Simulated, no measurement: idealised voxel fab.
This section sets out a process module, namely voxel capacitor over wiring.
200 nm wide, 5 nm square cells: that's cross-section cut.
This document writes a cross-section as a grid whose cells are square, and gives it as bands, listed from the top down; one or more rows of cells form a band. In this notation a band is specified by the heights of its top and bottom, in that order and in nm, after which its materials appear from left to right, each paired with its width in nm. The word "everywhere" attached to a single material means that material fills the band from edge to edge; the word "air" stands for empty space. It should be noted that heights are counted from 0, beneath which the wafer as supplied is of one material throughout, and that the lowest band possesses no lower boundary but continues downward, as written in "0 nm and below". The two numbers in a width such as "30..40" mark its ends across the band: the first belongs to the top row of cells, the second to the bottom row, and from each row to the next the width moves by the same amount. What does "no change occurred" mean for a step? It means no cell of the cross-section changed in that step. "Completely enclosed voids" specifies each empty space that is not open to the top and that occupies no fewer than 8 cells, using the form width x height at distance, the distance measured from the left edge and all three quantities in nm. Note: text after step settings on the step line = simulator remark on that step. overlay nm: step with mask; distance mask lay right of planned place; negative value = left of planned place.

### So here's the lineup of process steps we planned
1: RECEIVE,material Si
2: CONFORMAL_DEP,material SiO2,thk nm 10
3: DIRECTIONAL_DEP,material TiN,thk nm 5
4: DIRECTIONAL_DEP,material W,thk nm 15
5: MASKED_ETCH,tone cover,mask id METAL_1,width nm 30,pitch nm 90,etch materials W,depth nm 15,overlay nm 0
6: MASKED_ETCH,tone cover,mask id METAL_1,width nm 30,pitch nm 90,etch materials TiN,depth nm 5,overlay nm 0
7: CONFORMAL_DEP,material SiCN,thk nm 5
8: FILL_DEP,material lowk,thk nm 10
9: CMP,height nm 30
10: CONFORMAL_DEP,material SiCN,thk nm 5
11: DIRECTIONAL_DEP,material lowk,thk nm 10
12: PATTERN,tone open,mask id PLUG_1,material resist,width nm 15,thk nm 15,overlay nm 0
13: DIRECTIONAL_ETCH,etch materials lowk,depth nm 10
14: DIRECTIONAL_ETCH,etch materials SiCN,depth nm 5
15: STRIP,etch materials resist
16: EPI,material Ru,thk nm 10
17: EPI,material Ru,thk nm 5
18: DIRECTIONAL_DEP,material TiN,thk nm 5
19: DIRECTIONAL_DEP,material HfO2,thk nm 5
20: DIRECTIONAL_DEP,material TiN,thk nm 10
21: DIRECTIONAL_DEP,material aC,thk nm 10
22: PATTERN,tone cover,mask id UPPER_PLATE,material resist,width nm 65,thk nm 25,overlay nm 0
23: DIRECTIONAL_ETCH,etch materials aC,depth nm 10
24: STRIP,etch materials resist
25: DIRECTIONAL_ETCH,etch materials TiN,depth nm 10
26: DIRECTIONAL_ETCH,etch materials HfO2,depth nm 5
27: STRIP,etch materials aC
28: PATTERN,tone cover,mask id LOWER_PLATE,material resist,width nm 75,thk nm 20,overlay nm 0
29: DIRECTIONAL_ETCH,etch materials TiN,depth nm 5
30: STRIP,etch materials resist
31: FILL_DEP,material SiO2,thk nm 20
32: CMP,height nm 80
33: DIRECTIONAL_DEP,material aC,thk nm 10
34: PATTERN,tone open,mask id PLUG_2,material resist,width nm 15,thk nm 30,overlay nm 0
35: DIRECTIONAL_ETCH,etch materials aC,depth nm 10
36: STRIP,etch materials resist
37: DIRECTIONAL_ETCH,etch materials SiO2,depth nm 15
38: STRIP,etch materials aC
39: CONFORMAL_DEP,material TiN,thk nm 5
40: FILL_DEP,material Cu,thk nm 5
41: CMP,height nm 80
42: CONFORMAL_DEP,material SiCN,thk nm 5

### Wafer cross-section on receipt, i.e. after step 1
0 nm and below = Si everywhere
Completely enclosed voids: none

### Cross-section, end of module. Start: as above. Plan: as above. Execution: one mistake
85 nm to 80 nm = SiCN everywhere
80 nm to 70 nm = SiO2 65, TiN 5, Cu 5, TiN 5, SiO2 120
70 nm to 65 nm = SiO2 65, TiN 15, SiO2 120
65 nm to 55 nm = SiO2 70, TiN 50, SiO2 80
55 nm to 50 nm = SiO2 70, HfO2 50, SiO2 80
50 nm to 45 nm = SiO2 50, TiN 75, SiO2 75
45 nm to 40 nm = lowk 55, TiN 15, lowk 130
40 nm to 35 nm = lowk 55, HfO2 15, lowk 130
35 nm to 30 nm = SiCN 55, TiN 15, SiCN 130
30 nm to 25 nm = lowk 35, SiCN 40, lowk 50, SiCN 40, lowk 35
25 nm to 10 nm = lowk 35, SiCN 5, W 30, SiCN 5, lowk 50, SiCN 5, W 30, SiCN 5, lowk 35
10 nm to 5 nm = SiCN 40, TiN 30, SiCN 60, TiN 30, SiCN 40
5 nm to 0 nm = SiO2 everywhere
0 nm and below = Si everywhere
Completely enclosed voids: none
What was done differently from what was planned? step 2 off recipe, ran as CONFORMAL_DEP,material SiO2,thk nm 5
